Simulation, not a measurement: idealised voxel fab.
The process module presented herein is designated voxel wiring stack.
The figure presents cross-section cut, which has a width of 200 nm and is divided into square cells with an edge length of 5 nm.
Cross-section = grid of square cells, listed top down in bands; band = one or more rows. Within each band entry, the heights of the top and of the bottom of the band appear first, in that order and in nm; the materials of the band then follow from left to right, each with its corresponding width in nm. The designation "everywhere" on a single material indicates that it fills the band from edge to edge; the designation "air" indicates empty space. Basically, 0 is our baseline, since under it the wafer straight out of the box is all one material. The bottom band has no lower end and keeps on going down, so it looks like "z 0 and below". The expression "30->40" gives the width at the extremes of the band, the first number at its top row of cells and the second at its bottom row, with the width changing by equal amounts from each row to the next in between. You'll sometimes find "remained the same" written for a step, and that's the way of saying that nowhere in the cross-section did a cell change during that step. This entry, "Fully enclosed voids", enumerates those empty regions of no fewer than 8 cells that possess no open connection to the top. Each region is reported in the form width x height at distance, the distance being taken from the left edge, with all three quantities expressed in nm. after a step's settings: what the simulator itself notes on the step. Regarding "overlay nm": on a step with a mask, it is the distance the mask lay to the right of its planned place; a negative value places it to the left.
This section lists the process steps that were planned:
step 1: RECEIVE (material Si)
step 2: CONFORMAL_DEP (material SiO2; thk nm 10)
step 3: CONFORMAL_DEP (material SiN; thk nm 5)
step 4: DIRECTIONAL_DEP (material SiO2; thk nm 25)
step 5: MASKED_ETCH (tone open; mask id METAL_1; width nm 25; pitch nm 55; etch materials SiO2; depth nm 25; overlay nm 0)
step 6: MASKED_ETCH (tone open; mask id METAL_1; width nm 25; pitch nm 55; etch materials SiN; depth nm 5; overlay nm 0)
step 7: CONFORMAL_DEP (material TiN; thk nm 5)
step 8: FILL_DEP (material W; thk nm 5)
step 9: CMP (height nm 40)
step 10: EPI (material Ru; thk nm 5)
step 11: FILL_DEP (material SiCN; thk nm 5)
step 12: DIRECTIONAL_DEP (material lowk; thk nm 25)
step 13: PATTERN (tone open; mask id METAL_2; material resist; width nm 25; pitch nm 55; thk nm 15; overlay nm 0)
step 14: DIRECTIONAL_ETCH (etch materials lowk; depth nm 15)
step 15: STRIP (etch materials resist)
step 16: MASKED_ETCH (tone open; mask id METAL_2_HOLES; width nm 15; pitch nm 55; etch materials lowk; depth nm 10; overlay nm 0)
step 17: MASKED_ETCH (tone open; mask id METAL_2_HOLES; width nm 15; pitch nm 55; etch materials SiCN; depth nm 5; overlay nm 0)
step 18: CONFORMAL_DEP (material TiN; thk nm 5)
step 19: FILL_DEP (material Cu; thk nm 5)
step 20: CMP (height nm 75)
step 21: CONFORMAL_DEP (material SiN; thk nm 5)
Cross-section of the incoming wafer, state after step 1:
z 0 and below: Si everywhere
Fully enclosed voids: none
Below is the wafer in cross-section after the module was completed. It began from the starting point shown above and followed the plan shown above, except that one mistake was made while running it:
z 80 to 75: SiN everywhere
z 75 to 65: lowk 60, then TiN 5, then Cu 15, then TiN 5, then lowk 30, then TiN 5, then Cu 15, then TiN 5, then lowk 60
z 65 to 60: lowk 60, then TiN 5, then Cu 5, then TiN 15, then lowk 30, then TiN 5, then Cu 5, then TiN 15, then lowk 60
z 60 to 50: lowk 60, then TiN 5, then Cu 5, then TiN 5, then lowk 40, then TiN 5, then Cu 5, then TiN 5, then lowk 70
z 50 to 45: SiCN 60, then TiN 15, then SiCN 40, then TiN 15, then SiCN 70
z 45 to 40: SiCN 60, then Ru 25, then SiCN 30, then Ru 25, then SiCN 60
z 40 to 15: SiO2 65, then TiN 5, then W 5, then TiN 5, then SiO2 40, then TiN 5, then W 5, then TiN 5, then SiO2 65
z 15 to 10: SiN 65, then TiN 15, then SiN 40, then TiN 15, then SiN 65
z 10 to 0: SiO2 everywhere
z 0 and below: Si everywhere
Fully enclosed voids: none
The plan and the run diverged here: step 5 was not run as planned; what actually ran was MASKED_ETCH (tone open; mask id METAL_1; width nm 15; pitch nm 55; etch materials SiO2; depth nm 25; overlay nm 0)
